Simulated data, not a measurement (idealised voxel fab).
Process module in this document: voxel capacitor over wiring
Xsec cut, 300 nm wide, square cell size 5 nm.
Think of the cross-section as a grid of square cells. We describe it in bands, top to bottom, and each band covers one or more rows of those cells. Basically the band line says how high the top is and how high the bottom is, in nm, and then what's in it from left to right, every material with its width in nm. Empty space shows up as "blank", and if a single material carries "everywhere" it runs the full band edge to edge. The level at which height equals 0 is the one under which the wafer, as it arrives, is entirely one material. No lower edge exists for the bottom band, which continues downward and is notated as in "0 -> down". Top row gets the first number, bottom row gets the second, and each row in between changes by the same step: that is how a band width like "30->40" works. What does "remains unaltered" mean for a step? It means no cell of the cross-section changed in that step. Empty spaces counting at least 8 cells and having no open way to the top are listed in "Sealed cavities". The notation width x height at distance is used for each, the distance being from the left edge and all three values in nm. Read whatever lies past the settings on a step's line as the simulator's own remark about the step. If you see "overlay nm" on a step's line and that step has a mask, it's telling you how far right of where it was planned the mask ended up; a negative number means it went left instead.
Steps in the process plan
1 RECEIVE, material Si
2 CONFORMAL_DEP, material SiO2, thk nm 10
3 CONFORMAL_DEP, material SiN, thk nm 5
4 DIRECTIONAL_DEP, material SiO2, thk nm 20
5 DIRECTIONAL_DEP, material aC, thk nm 10
6 PATTERN, tone open, mask id METAL_1, material resist, width nm 20, pitch nm 75, thk nm 30, overlay nm 0
7 DIRECTIONAL_ETCH, etch materials aC, depth nm 10
8 STRIP, etch materials resist
9 DIRECTIONAL_ETCH, etch materials SiO2, depth nm 20
10 DIRECTIONAL_ETCH, etch materials SiN, depth nm 5
11 STRIP, etch materials aC
12 CONFORMAL_DEP, material TiN, thk nm 5
13 FILL_DEP, material Cu, thk nm 10
14 CMP, height nm 35
15 CONFORMAL_DEP, material SiCN, thk nm 5
16 DIRECTIONAL_DEP, material lowk, thk nm 10
17 DIRECTIONAL_DEP, material aC, thk nm 10
18 PATTERN, tone open, mask id PLUG_1, material resist, width nm 15, thk nm 30, overlay nm 0
19 DIRECTIONAL_ETCH, etch materials aC, depth nm 10
20 STRIP, etch materials resist
21 DIRECTIONAL_ETCH, etch materials lowk, depth nm 10
22 DIRECTIONAL_ETCH, etch materials SiCN, depth nm 5
23 STRIP, etch materials aC
24 CONFORMAL_DEP, material TiN, thk nm 5
25 FILL_DEP, material W, thk nm 10
26 CMP, height nm 50
27 DIRECTIONAL_DEP, material TiN, thk nm 10
28 DIRECTIONAL_DEP, material Al2O3, thk nm 5
29 DIRECTIONAL_DEP, material TiN, thk nm 10
30 MASKED_ETCH, tone cover, mask id UPPER_PLATE, width nm 60, etch materials TiN, depth nm 10, overlay nm 0
31 MASKED_ETCH, tone cover, mask id UPPER_PLATE, width nm 60, etch materials Al2O3, depth nm 5, overlay nm 0
32 MASKED_ETCH, tone cover, mask id LOWER_PLATE, width nm 70, etch materials TiN, depth nm 10, overlay nm 0
33 FILL_DEP, material SiO2, thk nm 15
34 CMP, height nm 85
35 MASKED_ETCH, tone open, mask id PLUG_2, width nm 15, etch materials SiO2, depth nm 10, overlay nm 0
36 CONFORMAL_DEP, material TiN, thk nm 5
37 FILL_DEP, material Cu, thk nm 10
38 CMP, height nm 85
39 CONFORMAL_DEP, material SiN, thk nm 5
This is the cross-section of the wafer as we received it, i.e. after step 1
> 0 -> down: Si everywhere
> Sealed cavities: none
One mistake in running the module, otherwise start and plan as above: cross-section at the end
> 90 -> 85: SiN everywhere
> 85 -> 80: SiO2=120; TiN=5; Cu=5; TiN=5; SiO2=165
> 80 -> 75: SiO2=120; TiN=15; SiO2=165
> 75 -> 65: SiO2=105; TiN=60; SiO2=135
> 65 -> 60: SiO2=105; Al2O3=60; SiO2=135
> 60 -> 50: SiO2=100; TiN=70; SiO2=130
> 50 -> 40: lowk=105; TiN=5; W=5; TiN=5; lowk=180
> 40 -> 35: SiCN=105; TiN=15; SiCN=180
> 35 -> 15: SiO2=100; TiN=5; Cu=10; TiN=5; SiO2=55; TiN=5; Cu=10; TiN=5; SiO2=105
> 15 -> 10: SiN=100; TiN=20; SiN=55; TiN=20; SiN=105
> 10 -> 0: SiO2 everywhere
> 0 -> down: Si everywhere
> Sealed cavities: none
Error vs. plan: it should be noted that step 35 was executed with settings other than those planned, the operation and settings actually applied being MASKED_ETCH, tone open, mask id PLUG_2, width nm 15, etch materials SiO2, depth nm 10, overlay nm 5
